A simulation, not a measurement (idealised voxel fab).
Documented hereafter: the process module known as voxel spacer lines.
In the cross-section labelled cut, the width is 165 nm and each square cell is 5 nm.
A cross-section is written here as square cells arranged in a grid, and it is given in bands from the top down, each band taking up one or more rows of cells.
Look at the band entry: it leads with the top's height and the bottom's height in nm. Then it lists the materials left to right, with a width in nm for each. The word "throughout" on a single material says that material fills the band edge to edge. The word "air" is empty space.
Below 0: as-received wafer, all one material; heights counted from there. Lowest band: no bottom, goes on down, written "0..down".
Width spec "30..40" -> top row of cells at first value, bottom row at second value, equal per-row change in between.
"nothing was modified" after a step means that no cell of the cross-section changed.
Closed-off voids of 8+ cells (no open route to the top) go in "Enclosed void entries", written width x height at distance from the left edge, in nm.
Note: text after step settings on the step line = simulator remark on that step.
The line of a step may include "overlay nm". On a step with a mask, this value is how far to the right of its planned place the mask lay. A negative value means the mask lay to the left.

These are the steps we planned for the process:
- 1: RECEIVE [material Si]
- 2: CONFORMAL_DEP [material Al2O3] [thk nm 5]
- 3: DIRECTIONAL_DEP [material polySi] [thk nm 20]
- 4: DIRECTIONAL_DEP [material aC] [thk nm 25]
- 5: PATTERN [tone cover] [mask id MANDREL] [material resist] [width nm 20] [pitch nm 70] [thk nm 35] [overlay nm 0]
- 6: DIRECTIONAL_ETCH [etch materials aC] [depth nm 25]
- 7: STRIP [etch materials resist]
- 8: CONFORMAL_DEP [material SiO2] [thk nm 15]
- 9: DIRECTIONAL_ETCH [etch materials SiO2] [depth nm 15]
- 10: STRIP [etch materials aC]
- 11: DIRECTIONAL_ETCH [etch materials polySi] [depth nm 20]
- 12: STRIP [etch materials SiO2]

As-received state of the wafer in cross-section, equivalent to post-step 1:
> 0..down | Si throughout
> Enclosed void entries: none

Look at the cross-section after the module: the wafer started out the way shown above and the plan was the one shown above, yet one mistake was made along the way:
> 25..5 | air (35); polySi (20); air (50); polySi (20); air (40)
> 5..0 | Al2O3 throughout
> 0..down | Si throughout
> Enclosed void entries: none
Heads up, the wafer didn't run the way we planned it: off-plan run, step 5, actual operation and settings PATTERN [tone open] [mask id MANDREL] [material resist] [width nm 20] [pitch nm 70] [thk nm 35] [overlay nm 0]
